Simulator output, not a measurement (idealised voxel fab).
process module | voxel capacitor over wiring
cross-section cut | 220 nm wide | cells 5 nm
A cross-section is a grid of square cells, given in bands from the top down. A band is one or more rows of cells.
Each band's line starts with the height of the band's top and of its bottom, in nm. Then come its materials from left to right, each with its width in nm. One material with "throughout" fills the band from edge to edge. "air" is empty space.
Height 0 is the level under which the wafer as received is all one material. The lowest band goes on downwards, as in "0 down".
A width such as "30 to 40" changes by the same amount from each row of cells to the next, from the band's top row to its bottom row.
"no change" after a step means that no cell of the cross-section changed.
closed voids: empty space of 8 cells or more with no open way to the top, each as width x height at its distance from the left edge, in nm
after a step's settings: what the simulator itself notes on the step
overlay nm, on a step with a mask: how far to the right of its planned place the mask lay; to the left if negative
plan
1 op RECEIVE | material Si
2 op CONFORMAL_DEP | material SiO2 | thk nm 10
3 op DIRECTIONAL_DEP | material TiN | thk nm 5
4 op DIRECTIONAL_DEP | material W | thk nm 20
5 op DIRECTIONAL_DEP | material aC | thk nm 10
6 op PATTERN | tone cover | mask id METAL_1 | material resist | width nm 20 | pitch nm 70 | thk nm 30 | overlay nm 0
7 op DIRECTIONAL_ETCH | etch materials aC | depth nm 10
8 op STRIP | etch materials resist
9 op DIRECTIONAL_ETCH | etch materials W | depth nm 20
10 op DIRECTIONAL_ETCH | etch materials TiN | depth nm 5
11 op STRIP | etch materials aC
12 op FILL_DEP | material SiO2 | thk nm 10
13 op CMP | height nm 35
14 op CONFORMAL_DEP | material SiCN | thk nm 5
15 op DIRECTIONAL_DEP | material SiO2 | thk nm 20
16 op PATTERN | tone open | mask id PLUG_1 | material resist | width nm 15 | thk nm 20 | overlay nm 0
17 op DIRECTIONAL_ETCH | etch materials SiO2 | depth nm 20
18 op DIRECTIONAL_ETCH | etch materials SiCN | depth nm 5
19 op STRIP | etch materials resist
20 op CONFORMAL_DEP | material TiN | thk nm 5
21 op FILL_DEP | material Cu | thk nm 5
22 op CMP | height nm 60
23 op DIRECTIONAL_DEP | material TiN | thk nm 10
24 op DIRECTIONAL_DEP | material HfO2 | thk nm 5
25 op DIRECTIONAL_DEP | material TiN | thk nm 5
26 op MASKED_ETCH | tone cover | mask id UPPER_PLATE | width nm 55 | etch materials TiN | depth nm 5 | overlay nm 0
27 op MASKED_ETCH | tone cover | mask id UPPER_PLATE | width nm 55 | etch materials HfO2 | depth nm 5 | overlay nm 0
28 op MASKED_ETCH | tone cover | mask id LOWER_PLATE | width nm 65 | etch materials TiN | depth nm 10 | overlay nm 0
29 op FILL_DEP | material SiO2 | thk nm 20
30 op CMP | height nm 95
31 op PATTERN | tone open | mask id PLUG_2 | material resist | width nm 15 | thk nm 15 | overlay nm 0
32 op DIRECTIONAL_ETCH | etch materials SiO2 | depth nm 15
33 op STRIP | etch materials resist
34 op CONFORMAL_DEP | material TiN | thk nm 5
35 op FILL_DEP | material Cu | thk nm 10
36 op CMP | height nm 95
37 op CONFORMAL_DEP | material SiN | thk nm 5
as received, after step 1
  0 down: Si throughout
  closed voids: none
a wafer at the end: this start, this plan, one mistake
  100 to 95: SiN throughout
  95 to 85: SiO2 80 | TiN 5 | Cu 5 | TiN 5 | SiO2 125
  85 to 80: SiO2 80 | TiN 15 | SiO2 125
  80 to 75: SiO2 65 | TiN 5 | SiO2 55 | TiN 5 | SiO2 90
  75 to 70: HfO2 throughout
  70 to 60: TiN throughout
  60 to 40: SiO2 70 | TiN 5 | Cu 5 | TiN 5 | SiO2 135
  40 to 35: SiCN 70 | TiN 15 | SiCN 135
  35 to 15: SiO2 65 | W 20 | SiO2 50 | W 20 | SiO2 65
  15 to 10: SiO2 65 | TiN 20 | SiO2 50 | TiN 20 | SiO2 65
  10 to 0: SiO2 throughout
  0 down: Si throughout
  closed voids: none
what went wrong: step 26 ran as: op MASKED_ETCH | tone open | mask id UPPER_PLATE | width nm 55 | etch materials TiN | depth nm 5 | overlay nm 0
